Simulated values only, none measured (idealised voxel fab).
process module | voxel fin reveal
cross-section cut | 220 nm wide | cells 5 nm
A cross-section is a grid of square cells, given in bands from the top down. A band is one or more rows of cells.
Each band's line starts with the height of the band's top and of its bottom, in nm. Then come its materials from left to right, each with its width in nm. One material with "throughout" fills the band from edge to edge. "air" is empty space.
Height 0 is the level under which the wafer as received is all one material. The lowest band goes on downwards, as in "0 down".
A width such as "30 to 40" changes by the same amount from each row of cells to the next, from the band's top row to its bottom row.
"no change" after a step means that no cell of the cross-section changed.
closed voids: empty space of 8 cells or more with no open way to the top, each as width x height at its distance from the left edge, in nm
after a step's settings: what the simulator itself notes on the step
overlay nm, on a step with a mask: how far to the right of its planned place the mask lay; to the left if negative
plan
1 op RECEIVE | material Si
2 op CONFORMAL_DEP | material SiN | thk nm 10
3 op MASKED_ETCH | tone cover | mask id FINS | width nm 15 | pitch nm 45 | etch materials SiN | depth nm 10 | overlay nm 0
4 op MASKED_ETCH | tone cover | mask id FINS | width nm 15 | pitch nm 45 | etch materials Si | depth nm 35 | overlay nm 0
5 op OXIDIZE | depth nm 5
6 op FILL_DEP | material SiO2 | thk nm 10
7 op CMP | height nm 10
8 op SELECTIVE_ETCH | etch materials SiO2 | depth nm 35
9 op STRIP | etch materials SiN
as received, after step 1
  0 down: Si throughout
  closed voids: none
first wafer at the end, as planned
  0 to -25: air 85 | Si 5 | air 40 | Si 5 | air 85
  -25 to -40: SiO2 85 | Si 5 | SiO2 40 | Si 5 | SiO2 85
  -40 down: Si throughout
  closed voids: none
second wafer at the end: like start, like plan, one mistake
  10 to 0: air 80 | SiN 15 | air 30 | SiN 15 | air 80
  0 to -25: air 85 | Si 5 | air 40 | Si 5 | air 85
  -25 to -40: SiO2 85 | Si 5 | SiO2 40 | Si 5 | SiO2 85
  -40 down: Si throughout
  closed voids: none
what went wrong: step 9 was left out
at the end the second wafer has, in cells: 12 more of SiN
